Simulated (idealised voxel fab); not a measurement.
Proc. module: voxel self aligned contacts
For reference, the cross-section in this document is cut, with width 240 nm and square cells of 5 nm.
Cross-section = grid of square cells, listed top down in bands; band = one or more rows.
Quick guide to a band line: top height, bottom height (nm) up front; then every material left to right with its width in nm. Only one material and it's marked "edge to edge"? Then it fills the band edge to edge. And "empty" just means empty space.
The level at which height equals 0 is the one under which the wafer, as it arrives, is entirely one material. No lower edge exists for the bottom band, which continues downward and is notated as in "from 0 down".
Note: "30 to 40" means the width goes from the first number (top row of the band) to the second number (bottom row) in equal steps per row of cells.
You'll sometimes find "identical to before" written for a step, and that's the way of saying that nowhere in the cross-section did a cell change during that step.
"Closed cavities" means: voids of 8 cells or more that are shut off from the top with no open way through. Written width x height at distance, distance from the left edge, in nm.
Formally, on a step line, whatever follows the settings is a remark that the simulator itself makes on the step.
The setting "overlay nm" may be written on the line of a step. When the step uses a mask, the value reports how far to the right of the planned place the mask lay, and a negative value reports that it lay to the left.

**Process steps foreseen in the plan**
1) RECEIVE,material Si
2) OXIDIZE,depth nm 5
3) DIRECTIONAL_DEP,material polySi,thk nm 25
4) DIRECTIONAL_DEP,material SiN,thk nm 20
5) DIRECTIONAL_DEP,material aC,thk nm 15
6) PATTERN,tone cover,mask id GATE,material resist,width nm 25,pitch nm 55,thk nm 30,overlay nm 0
7) DIRECTIONAL_ETCH,etch materials aC,depth nm 15
8) STRIP,etch materials resist
9) DIRECTIONAL_ETCH,etch materials SiN,depth nm 20
10) DIRECTIONAL_ETCH,etch materials polySi,depth nm 25
11) STRIP,etch materials aC
12) CONFORMAL_DEP,material SiN,thk nm 5
13) DIRECTIONAL_ETCH,etch materials SiN,depth nm 5
14) FILL_DEP,material SiO2,thk nm 20
15) CMP,height nm 55
16) PATTERN,tone open,mask id CONTACT,material resist,width nm 40,pitch nm 55,thk nm 20,overlay nm 0
17) DIRECTIONAL_ETCH,etch materials SiO2,depth nm 60
18) STRIP,etch materials resist
19) CONFORMAL_DEP,material TiN,thk nm 5
20) FILL_DEP,material W,thk nm 5
21) CMP,height nm 55
22) CONFORMAL_DEP,material SiCN,thk nm 5

**Delivered wafer in cross-section: state after step 1**
	from 0 down  Si edge to edge
	Closed cavities: none

**As-planned run: cross-section of the first of two wafers at end of module**
	from 60 to 55  SiCN edge to edge
	from 55 to 45  70 of SiO2 | 5 to 15 of TiN | 30 to 10 of W | 5 to 15 of TiN | 15 of SiO2 | 5 to 15 of TiN | 30 to 10 of W | 5 to 15 of TiN | 75 of SiO2
	from 45 to 25  45 of SiO2 | 35 of SiN | 5 of TiN | 10 of W | 5 of TiN | 35 of SiN | 5 of TiN | 10 of W | 5 of TiN | 35 of SiN | 50 of SiO2
	from 25 to 0  45 of SiO2 | 5 of SiN | 25 of polySi | 5 of SiN | 5 of TiN | 10 of W | 5 of TiN | 5 of SiN | 25 of polySi | 5 of SiN | 5 of TiN | 10 of W | 5 of TiN | 5 of SiN | 25 of polySi | 5 of SiN | 50 of SiO2
	from 0 to -5  80 of SiO2 | 20 of TiN | 35 of SiO2 | 20 of TiN | 85 of SiO2
	from -5 down  Si edge to edge
	Closed cavities: none

**second wafer at the end: like start, like plan, one mistake**
	from 60 to 55  SiCN edge to edge
	from 55 to 45  75 of SiO2 | 5 to 10 of TiN | 20 to 10 of W | 5 to 10 of TiN | 25 of SiO2 | 5 to 10 of TiN | 20 to 10 of W | 5 to 10 of TiN | 80 of SiO2
	from 45 to 25  45 of SiO2 | 35 of SiN | 5 of TiN | 10 of W | 5 of TiN | 35 of SiN | 5 of TiN | 10 of W | 5 of TiN | 35 of SiN | 50 of SiO2
	from 25 to 0  45 of SiO2 | 5 of SiN | 25 of polySi | 5 of SiN | 5 of TiN | 10 of W | 5 of TiN | 5 of SiN | 25 of polySi | 5 of SiN | 5 of TiN | 10 of W | 5 of TiN | 5 of SiN | 25 of polySi | 5 of SiN | 50 of SiO2
	from 0 to -5  80 of SiO2 | 20 of TiN | 35 of SiO2 | 20 of TiN | 85 of SiO2
	from -5 down  Si edge to edge
	Closed cavities: none
What went wrong in running the wafer? it should be noted that step 16 was executed with settings other than those planned, the operation and settings actually applied being PATTERN,tone open,mask id CONTACT,material resist,width nm 30,pitch nm 55,thk nm 20,overlay nm 0
The second wafer ends with more or fewer cells of some materials than the first, per final count: +8 SiO2, -4 TiN, -4 W
